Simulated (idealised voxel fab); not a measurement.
Process module, titled voxel spacer lines
cross-section cut | 150 nm wide | cells 5 nm
For the purposes of this document, a cross-section shall be understood as a grid of square cells, specified as bands listed in top-to-bottom order, each band consisting of one or more rows of cells. The entry gives the band's vertical extent as a top height and a bottom height in nm, then its horizontal make-up as materials from left to right, each with a width in nm. "empty" stands for empty space; a single material marked "all across" fills the band edge to edge. We count height from 0. Below that, the starting wafer is all one material. The lowest band never ends at the bottom but goes on down; see "top 0, no bottom" for how that is written. A width such as "30 to 40" changes by the same amount from each row of cells to the next, from the band's top row to its bottom row. Key: "no modification" - step with no changed cell in the cross-section. "Internal closed voids" specifies each empty space that is not open to the top and that occupies no fewer than 8 cells, using the form width x height at distance, the distance measured from the left edge and all three quantities in nm. That trailing text on a step's line, after the settings, is the simulator's own remark on the step. What "overlay nm" on a step's line means: if the step has a mask, that mask lay this far to the right of its planned place, or, when the value is negative, to the left.

These are the steps we planned for the process
1) RECEIVE with material Si
2) CONFORMAL_DEP with material Al2O3, thk nm 10
3) DIRECTIONAL_DEP with material SiN, thk nm 10
4) DIRECTIONAL_DEP with material polySi, thk nm 25
5) PATTERN with tone cover, mask id MANDREL, material resist, width nm 15, pitch nm 60, thk nm 30, overlay nm 0
6) DIRECTIONAL_ETCH with etch materials polySi, depth nm 25
7) STRIP with etch materials resist
8) CONFORMAL_DEP with material SiO2, thk nm 15
9) DIRECTIONAL_ETCH with etch materials SiO2, depth nm 15
10) STRIP with etch materials polySi
11) DIRECTIONAL_ETCH with etch materials SiN, depth nm 10
12) STRIP with etch materials SiO2
13) FILL_DEP with material SiO2, thk nm 10
14) CMP with height nm 20
Variable across wafers: step 5 width nm (plan value is that of the first wafer; starting state common to all).

As-received state after step 1, first of several wafers, cross-section
- top 0, no bottom = Si all across
- Internal closed voids: none

End of module, by wafer: material-by-material cell gain (+) or loss (-) since receipt, then closed voids
width nm 15 | +60 Al2O3 | +24 SiN | +36 SiO2 | Internal closed voids: none
width nm 20 | +60 Al2O3 | +24 SiN | +36 SiO2 | Internal closed voids: none
width nm 25 | +60 Al2O3 | +24 SiN | +36 SiO2 | Internal closed voids: none
width nm 30 | +60 Al2O3 | +24 SiN | +36 SiO2 | Internal closed voids: none
